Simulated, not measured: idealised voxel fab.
The following process module bears the name voxel ribs on slabs.
cross-section cut | 235 nm wide | cells 5 nm
Each cross-section below is a grid of square cells, stated as bands in top-down order, with one or more rows of cells making up each band.
Heads up on the band format: heights come first, top then bottom, in nm. After that it's the materials left to right, each with its width in nm. A single material flagged "full width" fills the whole band edge to edge, and "empty" means there's empty space there.
A quick word on heights: they are counted from 0, and under that level the wafer as it came to us is one material throughout. The lowest band is different from the rest in having no bottom; it simply continues downward, written as in "0..down".
Read "30..40" as a graded width: first number on top, second number at the bottom, same change between each pair of neighbouring rows.
Key: "no modification" - step with no changed cell in the cross-section.
Under "Enclosed cavities" you'll find the enclosed gaps, the ones with no way out to the top, that are 8 cells or bigger; each reads width x height at distance, with distance counted from the left edge, everything in nm.
Note: text after step settings on the step line = simulator remark on that step.
overlay nm: mask offset rightward from planned place, masked step; negative means leftward offset.
-- plan
1) RECEIVE,material Si
2) DIRECTIONAL_DEP,material SiO2,thk nm 30
3) DIRECTIONAL_DEP,material SiN,thk nm 20
4) PATTERN,tone cover,mask id RIB,material resist,width nm 25,thk nm 20,overlay nm 0
5) DIRECTIONAL_ETCH,etch materials SiN,depth nm 15
6) STRIP,etch materials resist
7) DIRECTIONAL_DEP,material aC,thk nm 15
8) PATTERN,tone cover,mask id SLAB,material resist,width nm 65,thk nm 35,overlay nm 0
9) DIRECTIONAL_ETCH,etch materials aC,depth nm 15
10) STRIP,etch materials resist
11) DIRECTIONAL_ETCH,etch materials SiN,depth nm 5
12) STRIP,etch materials aC
13) FILL_DEP,material SiO2,thk nm 25
14) CMP,height nm 65
15) DIRECTIONAL_DEP,material W,thk nm 5
16) MASKED_ETCH,tone cover,mask id HEATER,width nm 35,etch materials W,depth nm 5,overlay nm 0
17) CONFORMAL_DEP,material SiO2,thk nm 5
-- As-received state of the wafer in cross-section, equivalent to post-step 1
0..down = Si full width
Enclosed cavities: none
-- Sectioned view, first of two wafers, at the close of the module, processed as intended in the plan
75..70 = empty: 95, then SiO2: 45, then empty: 95
70..65 = SiO2: 100, then W: 35, then SiO2: 100
65..50 = SiO2 full width
50..35 = SiO2: 105, then SiN: 25, then SiO2: 105
35..30 = SiO2: 85, then SiN: 65, then SiO2: 85
30..0 = SiO2 full width
0..down = Si full width
Enclosed cavities: none
-- Cross-sectional view of the second of two wafers upon completion of the module. This wafer shared its starting condition and process plan with the first; one error was made during its execution
75..70 = empty: 95, then SiO2: 45, then empty: 95
70..65 = SiO2: 100, then W: 35, then SiO2: 100
65..50 = SiO2 full width
50..40 = SiO2: 105, then SiN: 25, then SiO2: 105
40..35 = SiO2: 85, then SiN: 65, then SiO2: 85
35..30 = SiN full width
30..0 = SiO2 full width
0..down = Si full width
Enclosed cavities: none
Deviation noted in wafer processing: step 5 ran as: DIRECTIONAL_ETCH,etch materials SiN,depth nm 10
The closing comparison, in cells, has the second wafer with more or fewer of some materials than the first: SiN: 42 more, SiO2: 42 fewer
